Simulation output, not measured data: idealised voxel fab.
Process module name: voxel local oxidation
This is section cut - it's 240 nm across, gridded in 5 nm square cells.
Bands, listed from the top down, are how a cross-section gets written in this document; the cross-section itself is a grid of square cells, and a band is one or more rows of them.
In this notation a band is specified by the heights of its top and bottom, in that order and in nm, after which its materials appear from left to right, each paired with its width in nm. The word "everywhere" attached to a single material means that material fills the band from edge to edge; the word "air" stands for empty space.
A quick word on heights: they are counted from 0, and under that level the wafer as it came to us is one material throughout. The lowest band is different from the rest in having no bottom; it simply continues downward, written as in "from 0 down".
The notation "30->40" denotes a width that varies across the rows of cells in the band, beginning at the first number in the top row, finishing at the second number in the bottom row, and changing by an identical amount from each row to the next.
Given "no change occurred" for a step, no cell of the cross-section differs between before and after that step.
Enclosed voids (no open way to top), threshold 8 cells or more, entry "Sealed void list", notation width x height at distance, distance from left edge, nm.
Post-settings text on a step line: simulator's own remark regarding the step.
The optional step-line setting "overlay nm" applies to steps with a mask and quantifies how far to the right of its planned location the mask lay, a negative value indicating leftward placement.

### The steps planned for the process are as follows
1: RECEIVE,material Si
2: OXIDIZE,depth nm 5
3: CONFORMAL_DEP,material SiN,thk nm 15
4: MASKED_ETCH,tone cover,mask id ACTIVE,width nm 115,etch materials SiN,depth nm 15,overlay nm 0
5: SELECTIVE_ETCH,etch materials SiO2,depth nm 5
6: OXIDIZE,depth nm 10
7: STRIP,etch materials SiN

### Account of the first of two wafers, which was processed as intended

### Wafer cross-section on receipt, i.e. after step 1
    from 0 down = Si everywhere
    Sealed void list: none

### after step 2
    from 0 to -5 = SiO2 everywhere
    Everything under -5 stays put, no change at all.

### after step 3
    from 15 to 0 = SiN everywhere
    Everything under 0 stays put, no change at all.

### after step 4
    from 15 to 0 = 60 air | 115 SiN | 65 air
    Everything under 0 stays put, no change at all.

### after step 5
    from 15 to 0 = 60 air | 115 SiN | 65 air
    from 0 to -5 = 65 air | 105 SiO2 | 70 air
    Everything under -5 stays put, no change at all.

### after step 6
    from 15 to 0 = 60 air | 115 SiN | 65 air
    from 0 to -5 = 65 air | 105 SiO2 | 70 air
    from -5 to -15 = 75 SiO2 | 85 Si | 80 SiO2
    Everything under -15 stays put, no change at all.

### after step 7
    from 0 to -5 = 65 air | 105 SiO2 | 70 air
    Everything under -5 stays put, no change at all.

### Wafer two. Same start, same plan, one slip in execution. Same as wafer one through step 6, inclusive

Second wafer cross-section, taken as of the time the plan sets for step 7 to be done: no change occurred
It is concluded that the wafer was processed incorrectly with respect to the plan, in that step 7 of the plan never got run, it was skipped over
Final tally in cells, some materials are higher or lower on the second wafer than on the first: SiN: 69 more
